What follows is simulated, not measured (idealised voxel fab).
Process module in this document: voxel lift off
Displayed cross-section: cut, width of 270 nm, square cells sized 5 nm.
A cross-section in this document is a grid of square cells, and it is written down as bands, the top band listed before the ones below it; a band is made up of one or more rows of cells. The entry gives the band's vertical extent as a top height and a bottom height in nm, then its horizontal make-up as materials from left to right, each with a width in nm. "blank" stands for empty space; a single material marked "full width" fills the band edge to edge. The level at which height equals 0 is the one under which the wafer, as it arrives, is entirely one material. No lower edge exists for the bottom band, which continues downward and is notated as in "0..down". Graded width ("30..40"): value in top row of band = first number; value in bottom row = second number; row-to-row change constant. No cell of the cross-section changed in a step that is given as "no modification". What "Fully sealed cavities" gives you is every empty space of 8 cells or more that is cut off from the top. Each appears as width x height at distance, with the distance taken from the left edge and width, height and distance all in nm. Where a step's line continues beyond its settings, the continuation is a remark by the simulator itself on that step. overlay nm: mask right of planned place by this much (step with mask). Neg. = left.

# Process steps foreseen in the plan
1: RECEIVE [material Si]
2: CONFORMAL_DEP [material SiN] [thk nm 5]
3: PATTERN [tone open] [mask id LINES] [material resist] [width nm 15] [pitch nm 45] [thk nm 20] [overlay nm 0]
4: DIRECTIONAL_DEP [material Ru] [thk nm 10]
5: STRIP [etch materials resist]
6: CONFORMAL_DEP [material SiCN] [thk nm 10]

# Cross-section: wafer on arrival = after step 1
- 0..down: Si full width
- Fully sealed cavities: none

# Module complete - cross-section of the first of two wafers, run according to plan
- 25..15: 50 of blank; 35 of SiCN; 10 of blank; 35 of SiCN; 10 of blank; 35 of SiCN; 10 of blank; 35 of SiCN; 50 of blank
- 15..5: 60 of SiCN; 15 of Ru; 30 of SiCN; 15 of Ru; 30 of SiCN; 15 of Ru; 30 of SiCN; 15 of Ru; 60 of SiCN
- 5..0: SiN full width
- 0..down: Si full width
- Fully sealed cavities: none

# Here is the second of the two wafers cut open at the end of the module - same start, same plan as the first one, but we made one mistake running it
- 25..15: 60 of blank; 35 of SiCN; 10 of blank; 35 of SiCN; 10 of blank; 35 of SiCN; 10 of blank; 35 of SiCN; 40 of blank
- 15..5: 70 of SiCN; 15 of Ru; 30 of SiCN; 15 of Ru; 30 of SiCN; 15 of Ru; 30 of SiCN; 15 of Ru; 50 of SiCN
- 5..0: SiN full width
- 0..down: Si full width
- Fully sealed cavities: none
Heads up, the wafer didn't run the way we planned it: heads up, step 3 didn't go per plan, it actually ran as PATTERN [tone open] [mask id LINES] [material resist] [width nm 15] [pitch nm 45] [thk nm 20] [overlay nm 10]
So at the finish, the second wafer's got exactly as many cells of each material as the first, just not in the same spots.
